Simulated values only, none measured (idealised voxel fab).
process module | voxel trench capacitor
The width of the displayed cross-section, cut, is 230 nm; its cells are square, with a size of 5 nm.
A cross-section is a grid of square cells, given in bands from the top down. A band is one or more rows of cells. Read a band's entry like this: the first values are the height of its top and the height of its bottom in nm, and what follows is the sequence of materials from left to right, each with its width in nm. Note that "empty" is empty space, and that a single material marked "full width" reaches across the band from edge to edge. Height is counted from the level 0, under which the received wafer is composed throughout of one material. The lowest of the bands is not closed at the bottom but continues downward, in the notation "0 nm and below". It should be noted that a width expressed as "30..40" varies in equal increments from row to row of cells within the band, taking the value of the first number at the top row and that of the second number at the bottom row. "remained unchanged", as given for a step, is the statement that not any cell of the cross-section underwent a change during that step. The entry titled "Listed closed voids" provides the empty spaces that have no open way to the top, restricted to those of 8 cells or more. Each is presented as width x height at distance, the distance being measured from the left edge, with all three in nm. It should be noted that, on the line of a given step, the content following the step's settings is a remark produced by the simulator itself with respect to that step. If you see "overlay nm" on a step's line and that step has a mask, it's telling you how far right of where it was planned the mask ended up; a negative number means it went left instead.

Steps in the process plan:
1,RECEIVE [material Si]
2,CONFORMAL_DEP [material SiN] [thk nm 5]
3,DIRECTIONAL_DEP [material aC] [thk nm 10]
4,PATTERN [tone open] [mask id TRENCH] [material resist] [width nm 30] [pitch nm 55] [thk nm 30] [overlay nm 0]
5,DIRECTIONAL_ETCH [etch materials aC] [depth nm 10]
6,STRIP [etch materials resist]
7,DIRECTIONAL_ETCH [etch materials SiN] [depth nm 5]
8,DIRECTIONAL_ETCH [etch materials Si] [depth nm 30]
9,STRIP [etch materials aC]
10,CONFORMAL_DEP [material HfO2] [thk nm 5]
11,CONFORMAL_DEP [material TiN] [thk nm 5]
12,FILL_DEP [material W] [thk nm 5]
13,CMP [height nm 5]

As-received wafer cross-section (after step 1):
- 0 nm and below  Si full width
- Listed closed voids: none

Wafer at module end, in section. Began as above, planned as above, run with one mistake:
- 5 nm to 0 nm  70 nm SiN | 5 nm HfO2 | 5 nm TiN | 15 nm W | 5 nm TiN | 5 nm HfO2 | 20 nm SiN | 5 nm HfO2 | 5 nm TiN | 15 nm W | 5 nm TiN | 5 nm HfO2 | 70 nm SiN
- 0 nm to -20 nm  70 nm Si | 5 nm HfO2 | 5 nm TiN | 15 nm W | 5 nm TiN | 5 nm HfO2 | 20 nm Si | 5 nm HfO2 | 5 nm TiN | 15 nm W | 5 nm TiN | 5 nm HfO2 | 70 nm Si
- -20 nm to -25 nm  70 nm Si | 5 nm HfO2 | 25 nm TiN | 5 nm HfO2 | 20 nm Si | 5 nm HfO2 | 25 nm TiN | 5 nm HfO2 | 70 nm Si
- -25 nm to -30 nm  70 nm Si | 35 nm HfO2 | 20 nm Si | 35 nm HfO2 | 70 nm Si
- -30 nm and below  Si full width
- Listed closed voids: none
It is concluded that the wafer was processed incorrectly with respect to the plan, in that the process deviated at step 4: the operation and settings actually run there were PATTERN [tone open] [mask id TRENCH] [material resist] [width nm 35] [pitch nm 55] [thk nm 30] [overlay nm 0]
